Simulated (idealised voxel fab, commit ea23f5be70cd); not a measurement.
Process module, titled voxel double patterning
Cross-section cut: width 255 nm, square cells of 5 nm.
Cross-section = grid of square cells, listed top down in bands; band = one or more rows. It is stipulated that each band's entry specify, in nanometres, the height of the top of the band and then that of its bottom, followed by the materials of the band in left-to-right sequence, each together with its width in nanometres. A single material marked by the word "throughout" is understood to fill the band from edge to edge; the word "empty" is understood to denote empty space. Where do heights start? At 0: under that level the wafer as delivered is made of one material only. And the lowest band has no floor; it just carries on downward, as in "from 0 down". The two numbers in a width such as "30->40" mark its ends across the band: the first belongs to the top row of cells, the second to the bottom row, and from each row to the next the width moves by the same amount. "nothing altered", as given for a step, is the statement that not any cell of the cross-section underwent a change during that step. Reported under the label "Completely sealed voids" are the empty spaces having no open way to the top and comprising 8 cells or more; the notation for each is width x height at distance, in which the distance is measured from the left edge and all three values are in nm. Formally, on a step line, whatever follows the settings is a remark that the simulator itself makes on the step. When a step includes a mask, the "overlay nm" setting on its line states how far to the right of its planned place that mask lay, and negative values state how far to the left.

Intended process steps:
- 1: op RECEIVE | material Si
- 2: op CONFORMAL_DEP | material SiO2 | thk nm 5
- 3: op DIRECTIONAL_DEP | material polySi | thk nm 15
- 4: op DIRECTIONAL_DEP | material SiCN | thk nm 5
- 5: op DIRECTIONAL_DEP | material aC | thk nm 15
- 6: op PATTERN | tone open | mask id FIRST | material resist | width nm 15 | pitch nm 50 | thk nm 30 | overlay nm 0
- 7: op DIRECTIONAL_ETCH | etch materials aC | depth nm 15
- 8: op STRIP | etch materials resist
- 9: op DIRECTIONAL_ETCH | etch materials SiCN | depth nm 5
- 10: op STRIP | etch materials aC
- 11: op MASKED_ETCH | tone open | mask id SECOND | width nm 15 | pitch nm 50 | etch materials SiCN | depth nm 5 | overlay nm 0
- 12: op DIRECTIONAL_ETCH | etch materials polySi | depth nm 15
- 13: op STRIP | etch materials SiCN
The wafers are alike at the start. At step 2, their thk nm differs. The plan lists the first wafer's value.

Step 1 complete: as-received cross-section of the first of several wafers:
> from 0 down  Si throughout
> Completely sealed voids: none

First of several wafers in cross-section at module end, following the final step, step 13:
> from 20 to 5  polySi 70, then empty 15, then polySi 10, then empty 15, then polySi 10, then empty 15, then polySi 10, then empty 15, then polySi 10, then empty 15, then polySi 70
> from 5 to 0  SiO2 throughout
> from 0 down  Si throughout
> Completely sealed voids: none

Here's the last wafer cross-sectioned at the end of the module:
> from 40 to 25  polySi 70, then empty 15, then polySi 10, then empty 15, then polySi 10, then empty 15, then polySi 10, then empty 15, then polySi 10, then empty 15, then polySi 70
> from 25 to 0  SiO2 throughout
> from 0 down  Si throughout
> Completely sealed voids: none

Quick key for the table: a row per wafer, taken at the end of the module. For each material it tells you how many cells the wafer gained (+) or lost (-) since it came in, and the closed voids come after:
thk nm 5; +51 SiO2; +108 polySi; Completely sealed voids: none
thk nm 10; +102 SiO2; +108 polySi; Completely sealed voids: none
thk nm 15; +153 SiO2; +108 polySi; Completely sealed voids: none
thk nm 20; +204 SiO2; +108 polySi; Completely sealed voids: none
thk nm 25; +255 SiO2; +108 polySi; Completely sealed voids: none
